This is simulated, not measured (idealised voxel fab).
Process module under the name voxel gate over fins
Cross-section cut spans 285 nm and uses square cells 5 nm in size.
When this document writes out a cross-section, it uses a grid of square cells and lists it as bands, beginning at the top and moving down, with a band standing for one or more rows of cells.
Band: top and bottom heights (nm) first, top before bottom; then materials from left to right, widths in nm. "edge to edge" marks a sole material filling the band edge to edge. "blank" denotes empty space.
Counting heights begins at 0, where everything beneath is, in the wafer as received, one material. The lowest band has no bottom; it goes on downwards, as "0 down" shows.
Width: "30 to 40" (first number = top row, second number = bottom row, same change from row to row of cells).
"remains unaltered" -> step changed no cross-section cell.
Any empty space of 8 cells or more lacking an open way to the top shows up in "Enclosed internal voids" as width x height at distance, distance from the left edge, in nm.
Whatever follows a step's settings on its line is a remark the simulator itself makes about that step.
overlay nm: step with mask; distance mask lay right of planned place; negative value = left of planned place.

The planned process steps are enumerated hereunder:
1,RECEIVE with material Si
2,CONFORMAL_DEP with material SiN, thk nm 5
3,DIRECTIONAL_DEP with material aC, thk nm 15
4,PATTERN with tone cover, mask id FINS, material resist, width nm 15, pitch nm 50, thk nm 30, overlay nm 0
5,DIRECTIONAL_ETCH with etch materials aC, depth nm 15
6,STRIP with etch materials resist
7,DIRECTIONAL_ETCH with etch materials SiN, depth nm 5
8,DIRECTIONAL_ETCH with etch materials Si, depth nm 40
9,STRIP with etch materials aC
10,FILL_DEP with material SiO2, thk nm 10
11,CMP with height nm 5
12,DIRECTIONAL_DEP with material aC, thk nm 15
13,PATTERN with tone open, mask id RAIL, material resist, width nm 15, thk nm 35, overlay nm 0
14,DIRECTIONAL_ETCH with etch materials aC, depth nm 15
15,STRIP with etch materials resist
16,DIRECTIONAL_ETCH with etch materials SiO2, depth nm 40
17,STRIP with etch materials aC
18,CONFORMAL_DEP with material TiN, thk nm 5
19,FILL_DEP with material W, thk nm 5
20,CMP with height nm 5
21,SELECTIVE_ETCH with etch materials W Ru TiN, depth nm 20
22,FILL_DEP with material SiO2, thk nm 5
23,CMP with height nm 5
24,SELECTIVE_ETCH with etch materials SiO2, depth nm 15
25,STRIP with etch materials SiN
26,CONFORMAL_DEP with material HfO2, thk nm 5
27,CONFORMAL_DEP with material TiN, thk nm 5
28,CONFORMAL_DEP with material TiAl, thk nm 5
29,CONFORMAL_DEP with material TiN, thk nm 5
30,FILL_DEP with material W, thk nm 10
31,CMP with height nm 25
32,CONFORMAL_DEP with material SiN, thk nm 10

Shown in cross-section is the wafer as received, that is, as it stands after step 1:
	0 down: Si edge to edge
	Enclosed internal voids: none

End state of the module in cross-section, given the above starting point and plan and one mistake in execution:
	35 to 25: SiN edge to edge
	25 to 20: W edge to edge
	20 to 15: W: 65; TiN: 155; W: 65
	15 to 10: W: 65; TiN: 5; TiAl: 45; TiN: 5; TiAl: 45; TiN: 5; TiAl: 45; TiN: 5; W: 65
	10 to 5: TiN: 70; TiAl: 5; HfO2: 35; TiAl: 5; TiN: 5; TiAl: 5; HfO2: 35; TiAl: 5; TiN: 5; TiAl: 5; HfO2: 35; TiAl: 5; TiN: 70
	5 to 0: TiAl: 75; HfO2: 5; TiN: 25; HfO2: 5; TiAl: 15; HfO2: 5; TiN: 25; HfO2: 5; TiAl: 15; HfO2: 5; TiN: 25; HfO2: 5; TiAl: 75
	0 to -5: HfO2: 80; TiN: 5; Si: 15; TiN: 5; HfO2: 25; TiN: 5; Si: 15; TiN: 5; HfO2: 25; TiN: 5; Si: 15; TiN: 5; HfO2: 80
	-5 to -10: TiN: 85; Si: 15; TiN: 35; Si: 15; TiN: 35; Si: 15; TiN: 85
	-10 to -15: SiO2: 85; Si: 15; SiO2: 35; Si: 15; SiO2: 35; Si: 15; SiO2: 85
	-15 to -30: SiO2: 85; Si: 15; SiO2: 10; TiN: 5; W: 5; TiN: 5; SiO2: 10; Si: 15; SiO2: 35; Si: 15; SiO2: 85
	-30 to -35: SiO2: 85; Si: 15; SiO2: 10; TiN: 15; SiO2: 10; Si: 15; SiO2: 35; Si: 15; SiO2: 85
	-35 to -40: SiO2: 85; Si: 15; SiO2: 35; Si: 15; SiO2: 35; Si: 15; SiO2: 85
	-40 down: Si edge to edge
	Enclosed internal voids: none
What was done differently from what was planned? step 27 occupied the plan position of step 26, and the converse holds as well
